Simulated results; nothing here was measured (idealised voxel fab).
Process module, titled voxel trench capacitor
Xsec cut, 260 nm wide, square cell size 5 nm.
In what follows, cross-sections appear as grids of square cells, described through bands that run from the top down, where every band is one or more rows of cells. The band entry comprises the height of the band's top followed by the height of its bottom, expressed in nm, and subsequently the band's materials from left to right, each stated together with its width in nm. Where a single material is marked with the word "full width", that material fills the band from edge to edge. The word "air" represents empty space. Counting heights begins at 0, where everything beneath is, in the wafer as received, one material. The lowest band has no bottom; it goes on downwards, as "0 -> down" shows. When a width is written as two numbers, as in "30->40", the first number is the width in the top row of cells of the band and the second is the width in its bottom row, and the width changes by the same amount from each row to the next. The cross-section has no changed cell in any step marked "same as before". "Entrapped void list" lists enclosed empty spaces (at least 8 cells, no open path upward to the top), each as width x height at distance from the left edge, in nm. Heads up: the bit after the settings on a step's line is the simulator's remark on that step. overlay nm: how far to the right of its planned place the mask lay on this masked step (negative: to the left).

[Steps planned for the process]
- 1: op RECEIVE | material Si
- 2: op CONFORMAL_DEP | material SiN | thk nm 10
- 3: op DIRECTIONAL_DEP | material aC | thk nm 15
- 4: op PATTERN | tone open | mask id TRENCH | material resist | width nm 30 | pitch nm 60 | thk nm 35 | overlay nm 0
- 5: op DIRECTIONAL_ETCH | etch materials aC | depth nm 15
- 6: op STRIP | etch materials resist
- 7: op DIRECTIONAL_ETCH | etch materials SiN | depth nm 10
- 8: op DIRECTIONAL_ETCH | etch materials Si | depth nm 40
- 9: op STRIP | etch materials aC
- 10: op CONFORMAL_DEP | material HfO2 | thk nm 5
- 11: op CONFORMAL_DEP | material TiN | thk nm 5
- 12: op FILL_DEP | material W | thk nm 10
- 13: op CMP | height nm 10

[Here's what the wafer looked like in cross-section when it arrived - that's after step 1]
	0 -> down: Si full width
	Entrapped void list: none

[The first of the two wafers as seen in cross-section once the module was finished; processing followed the plan]
	10 -> 0: SiN 25 nm | HfO2 5 nm | TiN 5 nm | W 10 nm | TiN 5 nm | HfO2 5 nm | SiN 30 nm | HfO2 5 nm | TiN 5 nm | W 10 nm | TiN 5 nm | HfO2 5 nm | SiN 30 nm | HfO2 5 nm | TiN 5 nm | W 10 nm | TiN 5 nm | HfO2 5 nm | SiN 30 nm | HfO2 5 nm | TiN 5 nm | W 10 nm | TiN 5 nm | HfO2 5 nm | SiN 25 nm
	0 -> -30: Si 25 nm | HfO2 5 nm | TiN 5 nm | W 10 nm | TiN 5 nm | HfO2 5 nm | Si 30 nm | HfO2 5 nm | TiN 5 nm | W 10 nm | TiN 5 nm | HfO2 5 nm | Si 30 nm | HfO2 5 nm | TiN 5 nm | W 10 nm | TiN 5 nm | HfO2 5 nm | Si 30 nm | HfO2 5 nm | TiN 5 nm | W 10 nm | TiN 5 nm | HfO2 5 nm | Si 25 nm
	-30 -> -35: Si 25 nm | HfO2 5 nm | TiN 20 nm | HfO2 5 nm | Si 30 nm | HfO2 5 nm | TiN 20 nm | HfO2 5 nm | Si 30 nm | HfO2 5 nm | TiN 20 nm | HfO2 5 nm | Si 30 nm | HfO2 5 nm | TiN 20 nm | HfO2 5 nm | Si 25 nm
	-35 -> -40: Si 25 nm | HfO2 30 nm | Si 30 nm | HfO2 30 nm | Si 30 nm | HfO2 30 nm | Si 30 nm | HfO2 30 nm | Si 25 nm
	-40 -> down: Si full width
	Entrapped void list: none

[Cross-sectional view: second of two wafers, end of module; start and plan identical to the first, one mistake in running]
	10 -> 0: SiN 25 nm | TiN 5 nm | HfO2 5 nm | W 10 nm | HfO2 5 nm | TiN 5 nm | SiN 30 nm | TiN 5 nm | HfO2 5 nm | W 10 nm | HfO2 5 nm | TiN 5 nm | SiN 30 nm | TiN 5 nm | HfO2 5 nm | W 10 nm | HfO2 5 nm | TiN 5 nm | SiN 30 nm | TiN 5 nm | HfO2 5 nm | W 10 nm | HfO2 5 nm | TiN 5 nm | SiN 25 nm
	0 -> -30: Si 25 nm | TiN 5 nm | HfO2 5 nm | W 10 nm | HfO2 5 nm | TiN 5 nm | Si 30 nm | TiN 5 nm | HfO2 5 nm | W 10 nm | HfO2 5 nm | TiN 5 nm | Si 30 nm | TiN 5 nm | HfO2 5 nm | W 10 nm | HfO2 5 nm | TiN 5 nm | Si 30 nm | TiN 5 nm | HfO2 5 nm | W 10 nm | HfO2 5 nm | TiN 5 nm | Si 25 nm
	-30 -> -35: Si 25 nm | TiN 5 nm | HfO2 20 nm | TiN 5 nm | Si 30 nm | TiN 5 nm | HfO2 20 nm | TiN 5 nm | Si 30 nm | TiN 5 nm | HfO2 20 nm | TiN 5 nm | Si 30 nm | TiN 5 nm | HfO2 20 nm | TiN 5 nm | Si 25 nm
	-35 -> -40: Si 25 nm | TiN 30 nm | Si 30 nm | TiN 30 nm | Si 30 nm | TiN 30 nm | Si 30 nm | TiN 30 nm | Si 25 nm
	-40 -> down: Si full width
	Entrapped void list: none
Misprocessing identified: steps 10 and 11 swapped
FYI, end of process, the second wafer has more or fewer cells of some materials than the first: HfO2 -16 | TiN +16
